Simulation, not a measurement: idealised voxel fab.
process module | voxel released beams
cross-section cut | 260 nm wide | cells 5 nm
A cross-section is a grid of square cells, given in bands from the top down. A band is one or more rows of cells.
Each band's line starts with the height of the band's top and of its bottom, in nm. Then come its materials from left to right, each with its width in nm. One material with "throughout" fills the band from edge to edge. "air" is empty space.
Height 0 is the level under which the wafer as received is all one material. The lowest band goes on downwards, as in "0 down".
A width such as "30 to 40" changes by the same amount from each row of cells to the next, from the band's top row to its bottom row.
"no change" after a step means that no cell of the cross-section changed.
closed voids: empty space of 8 cells or more with no open way to the top, each as width x height at its distance from the left edge, in nm
after a step's settings: what the simulator itself notes on the step
overlay nm, on a step with a mask: how far to the right of its planned place the mask lay; to the left if negative
plan
1 op RECEIVE | material Si
2 op CONFORMAL_DEP | material Al2O3 | thk nm 10
3 op DIRECTIONAL_DEP | material SiO2 | thk nm 20
4 op MASKED_ETCH | tone open | mask id ANCHOR | width nm 45 | etch materials SiO2 | depth nm 20 | overlay nm 0
5 op CONFORMAL_DEP | material W | thk nm 15
6 op MASKED_ETCH | tone cover | mask id BEAM | width nm 95 | etch materials W | depth nm 15 | overlay nm 0
7 op STRIP | etch materials SiO2
as received, after step 1
  0 down: Si throughout
  closed voids: none
first wafer at the end, as planned
  45 to 30: air 80 | W 20 | air 15 | W 60 | air 85
  30 to 25: air 85 | W 15 | air 15 | W 15 | air 130
  25 to 10: air 85 | W 45 | air 130
  10 to 0: Al2O3 throughout
  0 down: Si throughout
  closed voids: none
second wafer at the end: like start, like plan, one mistake
  45 to 30: air 80 | W 20 | air 15 | W 65 | air 80
  30 to 25: air 85 | W 15 | air 15 | W 15 | air 130
  25 to 10: air 85 | W 45 | air 130
  10 to 0: Al2O3 throughout
  0 down: Si throughout
  closed voids: none
what went wrong: step 6 ran as: op MASKED_ETCH | tone cover | mask id BEAM | width nm 100 | etch materials W | depth nm 15 | overlay nm 0
at the end the second wafer has, in cells: 3 more of W
